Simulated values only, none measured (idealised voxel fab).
Process module in this document: voxel gate over fins
Xsec cut, 245 nm wide, square cell size 5 nm.
Square cells in a grid make up a cross-section in this document, and the grid is given as bands, listed from the top down, each one or more rows of cells. What a band's entry tells you: where the top is and where the bottom is, as heights in nm, and after that what lies inside, material by material from left to right, each with its width in nm. Empty space is written as the word "empty", and a single material marked with the word "edge to edge" occupies the band from edge to edge. Height datum 0, below which the as-received substrate wafer is one material. Lowest band open at the bottom, running downward: "0 -> down". Think of "30 to 40" as a width that walks from the first number to the second as you go down the band, top row to bottom row, taking equal-sized steps from row to row. The designation "changes: none", where it is given for a processing step, indicates that no cell of the cross-section was altered in the course of that step. The label "Closed cavity list" introduces a list of the empty spaces, 8 cells or larger, that have no open way up to the top; each entry in it reads width x height at distance, where the distance is taken from the left edge and all three are stated in nm. Whatever follows a step's settings on its line is a remark the simulator itself makes about that step. A step's line can hold "overlay nm"; with a mask on that step, the setting says how far right of the planned place the mask lay, while a negative setting says it lay to the left.
[Intended process steps]
1. RECEIVE, material Si
2. CONFORMAL_DEP, material SiN, thk nm 10
3. DIRECTIONAL_DEP, material aC, thk nm 10
4. PATTERN, tone cover, mask id FINS, material resist, width nm 15, pitch nm 55, thk nm 30, overlay nm 0
5. DIRECTIONAL_ETCH, etch materials aC, depth nm 10
6. STRIP, etch materials resist
7. DIRECTIONAL_ETCH, etch materials SiN, depth nm 10
8. DIRECTIONAL_ETCH, etch materials Si, depth nm 40
9. STRIP, etch materials aC
10. OXIDIZE, depth nm 5
11. FILL_DEP, material SiO2, thk nm 10
12. CMP, height nm 10
13. PATTERN, tone open, mask id RAIL, material resist, width nm 15, thk nm 15, overlay nm 0
14. DIRECTIONAL_ETCH, etch materials SiO2, depth nm 45
15. STRIP, etch materials resist
16. CONFORMAL_DEP, material TiN, thk nm 5
17. FILL_DEP, material Ru, thk nm 10
18. CMP, height nm 10
19. SELECTIVE_ETCH, etch materials W Ru TiN, depth nm 30
20. FILL_DEP, material SiO2, thk nm 5
21. CMP, height nm 10
22. SELECTIVE_ETCH, etch materials SiO2, depth nm 20
23. STRIP, etch materials SiN
24. CONFORMAL_DEP, material HfO2, thk nm 5
25. CONFORMAL_DEP, material TiN, thk nm 5
26. FILL_DEP, material W, thk nm 15
27. CMP, height nm 20
28. CONFORMAL_DEP, material SiN, thk nm 5
[Cross-section of the wafer at receipt, which is the condition after step 1]
	0 -> down: Si edge to edge
	Closed cavity list: none
[Sectioned view, first of two wafers, at the close of the module, processed as intended in the plan]
	25 -> 20: SiN edge to edge
	20 -> 10: W edge to edge
	10 -> 5: W (80), then TiN (25), then W (30), then TiN (25), then W (85)
	5 -> 0: W (80), then TiN (5), then HfO2 (15), then TiN (5), then W (30), then TiN (5), then HfO2 (15), then TiN (5), then W (85)
	0 -> -5: TiN (85), then HfO2 (5), then Si (5), then HfO2 (5), then TiN (40), then HfO2 (5), then Si (5), then HfO2 (5), then TiN (90)
	-5 -> -10: HfO2 (90), then Si (5), then HfO2 (50), then Si (5), then HfO2 (95)
	-10 -> -20: SiO2 (90), then Si (5), then SiO2 (50), then Si (5), then SiO2 (95)
	-20 -> -30: SiO2 (90), then Si (5), then SiO2 (15), then TiN (5), then Ru (5), then TiN (5), then SiO2 (20), then Si (5), then SiO2 (95)
	-30 -> -35: SiO2 (90), then Si (5), then SiO2 (15), then TiN (15), then SiO2 (20), then Si (5), then SiO2 (95)
	-35 -> -45: SiO2 (90), then Si (5), then SiO2 (50), then Si (5), then SiO2 (95)
	-45 -> down: Si edge to edge
	Closed cavity list: none
[Cross-sectional view of the second of two wafers upon completion of the module. This wafer shared its starting condition and process plan with the first; one error was made during its execution]
	25 -> 20: SiN edge to edge
	20 -> 10: W edge to edge
	10 -> 5: W (80), then TiN (30), then W (25), then TiN (30), then W (80)
	5 -> 0: W (80), then TiN (5), then HfO2 (20), then TiN (5), then W (25), then TiN (5), then HfO2 (20), then TiN (5), then W (80)
	0 -> -5: TiN (85), then HfO2 (5), then Si (10), then HfO2 (5), then TiN (35), then HfO2 (5), then Si (10), then HfO2 (5), then TiN (85)
	-5 -> -10: HfO2 (90), then Si (10), then HfO2 (45), then Si (10), then HfO2 (90)
	-10 -> -20: SiO2 (90), then Si (10), then SiO2 (45), then Si (10), then SiO2 (90)
	-20 -> -30: SiO2 (90), then Si (10), then SiO2 (10), then TiN (5), then Ru (5), then TiN (5), then SiO2 (20), then Si (10), then SiO2 (90)
	-30 -> -35: SiO2 (90), then Si (10), then SiO2 (10), then TiN (15), then SiO2 (20), then Si (10), then SiO2 (90)
	-35 -> -45: SiO2 (90), then Si (10), then SiO2 (45), then Si (10), then SiO2 (90)
	-45 -> down: Si edge to edge
	Closed cavity list: none
Where did the run depart from the plan? rather than as planned, step 4 actually ran as PATTERN, tone cover, mask id FINS, material resist, width nm 20, pitch nm 55, thk nm 30, overlay nm 0
The closing comparison, in cells, has the second wafer with more or fewer of some materials than the first: 18 more of Si; 14 fewer of SiO2; 4 fewer of W
